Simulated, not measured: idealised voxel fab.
Process module heading - voxel wiring stack
205 nm wide, 5 nm square cells: that's cross-section cut.
Reading order for cross-sections: top band down to bottom band. Underlying form: a grid of square cells. Band size: one or more rows of cells.
What a band's entry tells you: where the top is and where the bottom is, as heights in nm, and after that what lies inside, material by material from left to right, each with its width in nm. Empty space is written as the word "air", and a single material marked with the word "throughout" occupies the band from edge to edge.
Measure heights from 0. That's the level where, below it, the as-received wafer is all one material. The lowest band is bottomless and extends downward; write it as in "z 0 and below".
The notation "30..40" denotes a width that varies across the rows of cells in the band, beginning at the first number in the top row, finishing at the second number in the bottom row, and changing by an identical amount from each row to the next.
Where the words "no change occurred" appear for a step, the cross-section shows no cell changed by that step; every cell remained as before.
"Closed void roster" means: voids of 8 cells or more that are shut off from the top with no open way through. Written width x height at distance, distance from the left edge, in nm.
That trailing text on a step's line, after the settings, is the simulator's own remark on the step.
On any step carrying a mask, the "overlay nm" setting, if present on the step's line, tells how far right of its planned place the mask lay; negative values point to the left.

List of planned process steps
1: op RECEIVE | material Si
2: op CONFORMAL_DEP | material SiO2 | thk nm 15
3: op DIRECTIONAL_DEP | material TiN | thk nm 5
4: op DIRECTIONAL_DEP | material W | thk nm 25
5: op DIRECTIONAL_DEP | material aC | thk nm 15
6: op PATTERN | tone cover | mask id METAL_1 | material resist | width nm 20 | pitch nm 40 | thk nm 30 | overlay nm 0
7: op DIRECTIONAL_ETCH | etch materials aC | depth nm 15
8: op STRIP | etch materials resist
9: op DIRECTIONAL_ETCH | etch materials W | depth nm 25
10: op DIRECTIONAL_ETCH | etch materials TiN | depth nm 5
11: op STRIP | etch materials aC
12: op CONFORMAL_DEP | material SiCN | thk nm 5
13: op FILL_DEP | material SiO2 | thk nm 5
14: op CMP | height nm 45
15: op CONFORMAL_DEP | material SiCN | thk nm 5
16: op DIRECTIONAL_DEP | material lowk | thk nm 30
17: op MASKED_ETCH | tone open | mask id METAL_2_HOLES | width nm 15 | pitch nm 80 | etch materials lowk | depth nm 30 | overlay nm 0
18: op PATTERN | tone open | mask id METAL_2 | material resist | width nm 20 | pitch nm 40 | thk nm 20 | overlay nm 0
19: op DIRECTIONAL_ETCH | etch materials lowk | depth nm 15
20: op DIRECTIONAL_ETCH | etch materials SiCN | depth nm 5
21: op STRIP | etch materials resist
22: op CONFORMAL_DEP | material TiN | thk nm 5
23: op FILL_DEP | material Cu | thk nm 5
24: op CMP | height nm 80
25: op CONFORMAL_DEP | material SiCN | thk nm 5
26: op DIRECTIONAL_DEP | material SiO2 | thk nm 30
27: op MASKED_ETCH | tone open | mask id METAL_3 | width nm 20 | pitch nm 40 | etch materials SiO2 | depth nm 15 | overlay nm 0
28: op MASKED_ETCH | tone open | mask id METAL_3_HOLES | width nm 15 | pitch nm 80 | etch materials SiO2 | depth nm 15 | overlay nm 0
29: op MASKED_ETCH | tone open | mask id METAL_3_HOLES | width nm 15 | pitch nm 80 | etch materials SiCN | depth nm 5 | overlay nm 0
30: op CONFORMAL_DEP | material TiN | thk nm 5
31: op FILL_DEP | material Ru | thk nm 5
32: op CMP | height nm 115
33: op CONFORMAL_DEP | material SiCN | thk nm 5
34: op DIRECTIONAL_DEP | material SiO2 | thk nm 25
35: op MASKED_ETCH | tone open | mask id METAL_4 | width nm 20 | pitch nm 40 | etch materials SiO2 | depth nm 15 | overlay nm 0
36: op PATTERN | tone open | mask id METAL_4_HOLES | material resist | width nm 15 | pitch nm 80 | thk nm 20 | overlay nm 0
37: op DIRECTIONAL_ETCH | etch materials SiO2 | depth nm 10
38: op DIRECTIONAL_ETCH | etch materials SiCN | depth nm 5
39: op STRIP | etch materials resist
40: op CONFORMAL_DEP | material TiN | thk nm 5
41: op FILL_DEP | material Ru | thk nm 10
42: op CMP | height nm 145
43: op CONFORMAL_DEP | material SiN | thk nm 5

Wafer as received: cross-section following step 1
* z 0 and below = Si throughout
* Closed void roster: none

What the wafer looks like in cross-section after this module, when it starts as shown above and follows the plan above but one mistake is made in running it
* z 150 to 145 = SiN throughout
* z 145 to 140 = Ru throughout
* z 140 to 135 = TiN=35 / Ru=10 / TiN=30 / Ru=10 / TiN=30 / Ru=10 / TiN=30 / Ru=10 / TiN=40
* z 135 to 130 = SiO2=30 / TiN=20 / SiO2=20 / TiN=5 / Ru=10 / TiN=5 / SiO2=20 / TiN=20 / SiO2=20 / TiN=5 / Ru=10 / TiN=5 / SiO2=35
* z 130 to 120 = SiO2=45 / TiN=5 / SiO2=20 / TiN=5 / Ru=10 / TiN=5 / SiO2=35 / TiN=5 / SiO2=20 / TiN=5 / Ru=10 / TiN=5 / SiO2=35
* z 120 to 115 = SiCN=45 / TiN=5 / SiCN=20 / TiN=20 / SiCN=35 / TiN=5 / SiCN=20 / TiN=20 / SiCN=35
* z 115 to 105 = SiO2=30 / TiN=5 / Ru=10 / TiN=5 / SiO2=20 / TiN=5 / Ru=10 / TiN=5 / SiO2=20 / TiN=5 / Ru=10 / TiN=5 / SiO2=20 / TiN=5 / Ru=10 / TiN=5 / SiO2=35
* z 105 to 100 = SiO2=30 / TiN=5 / Ru=5 / TiN=10 / SiO2=20 / TiN=20 / SiO2=20 / TiN=5 / Ru=5 / TiN=10 / SiO2=20 / TiN=20 / SiO2=35
* z 100 to 85 = SiO2=30 / TiN=5 / Ru=5 / TiN=5 / SiO2=65 / TiN=5 / Ru=5 / TiN=5 / SiO2=80
* z 85 to 80 = SiCN=30 / TiN=15 / SiCN=65 / TiN=15 / SiCN=80
* z 80 to 70 = lowk=30 / TiN=5 / Cu=10 / TiN=5 / lowk=20 / TiN=5 / Cu=10 / TiN=5 / lowk=20 / TiN=5 / Cu=10 / TiN=5 / lowk=20 / TiN=5 / Cu=10 / TiN=5 / lowk=35
* z 70 to 65 = lowk=30 / TiN=5 / Cu=5 / TiN=10 / lowk=20 / TiN=20 / lowk=20 / TiN=5 / Cu=5 / TiN=10 / lowk=20 / TiN=20 / lowk=35
* z 65 to 50 = lowk=30 / TiN=5 / Cu=5 / TiN=5 / lowk=65 / TiN=5 / Cu=5 / TiN=5 / lowk=80
* z 50 to 45 = SiCN=30 / TiN=15 / SiCN=65 / TiN=15 / SiCN=80
* z 45 to 20 = SiO2=25 / SiCN=5 / W=20 / SiCN=5 / SiO2=10 / SiCN=5 / W=20 / SiCN=5 / SiO2=10 / SiCN=5 / W=20 / SiCN=5 / SiO2=10 / SiCN=5 / W=20 / SiCN=5 / SiO2=30
* z 20 to 15 = SiCN=30 / TiN=20 / SiCN=20 / TiN=20 / SiCN=20 / TiN=20 / SiCN=20 / TiN=20 / SiCN=35
* z 15 to 0 = SiO2 throughout
* z 0 and below = Si throughout
* Closed void roster: none
what went wrong: step 36 went in with a setting other than planned; the actual run was op PATTERN | tone cover | mask id METAL_4_HOLES | material resist | width nm 15 | pitch nm 80 | thk nm 20 | overlay nm 0
